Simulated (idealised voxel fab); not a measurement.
The process module that follows is named voxel double patterning.
We display cut, a cross-section 235 nm in width whose square cells are each 5 nm.
The cross-sections in this document take the form of a grid made of square cells. They are written out as bands, in order from top to bottom. Each band consists of one or more rows of cells. Basically the band line says how high the top is and how high the bottom is, in nm, and then what's in it from left to right, every material with its width in nm. Empty space shows up as "blank", and if a single material carries "throughout" it runs the full band edge to edge. Ref level 0: as-received wafer is one material below here. Bottom band extends down with no lower bound ("z 0 and below"). Quick explanation for "30..40": the width changes in equal steps down the rows of cells, from the first number in the band's top row to the second number in its bottom row. When a step is marked "nothing altered", none of the cells in the cross-section changed during that step. If an empty space has no open way to the top and is at least 8 cells in size, "Unvented voids" lists it, written width x height at distance, where distance is measured from the left edge and every value is in nm. Text after the settings on a step's line: the simulator's own remark on that step. overlay nm: where the mask lay relative to plan, measured to the right, on steps with a mask; negatives go left.
### The planned process steps are enumerated hereunder
step 1: RECEIVE,material Si
step 2: CONFORMAL_DEP,material SiO2,thk nm 10
step 3: DIRECTIONAL_DEP,material W,thk nm 15
step 4: DIRECTIONAL_DEP,material SiN,thk nm 10
step 5: DIRECTIONAL_DEP,material aC,thk nm 15
step 6: PATTERN,tone open,mask id FIRST,material resist,width nm 15,pitch nm 50,thk nm 35,overlay nm 0
step 7: DIRECTIONAL_ETCH,etch materials aC,depth nm 15
step 8: STRIP,etch materials resist
step 9: DIRECTIONAL_ETCH,etch materials SiN,depth nm 10
step 10: STRIP,etch materials aC
step 11: PATTERN,tone open,mask id SECOND,material resist,width nm 15,pitch nm 50,thk nm 15,overlay nm 0
step 12: DIRECTIONAL_ETCH,etch materials SiN,depth nm 10
step 13: STRIP,etch materials resist
step 14: DIRECTIONAL_ETCH,etch materials W,depth nm 15
step 15: STRIP,etch materials SiN
### Wafer cross-section on receipt, i.e. after step 1
	z 0 and below = Si throughout
	Unvented voids: none
### The following cross-section depicts the wafer upon conclusion of the module. Processing commenced from the starting condition illustrated above and adhered to the plan illustrated above, save for one mistake in execution
	z 15 to 0 = 60 of W  15 of blank  10 of W  15 of blank  10 of W  15 of blank  10 of W  15 of blank  10 of W  15 of blank  60 of W
	z 0 and below = Si throughout
	Unvented voids: none
So what did we get wrong on this run? with respect to the plan, step 2 was omitted and not executed
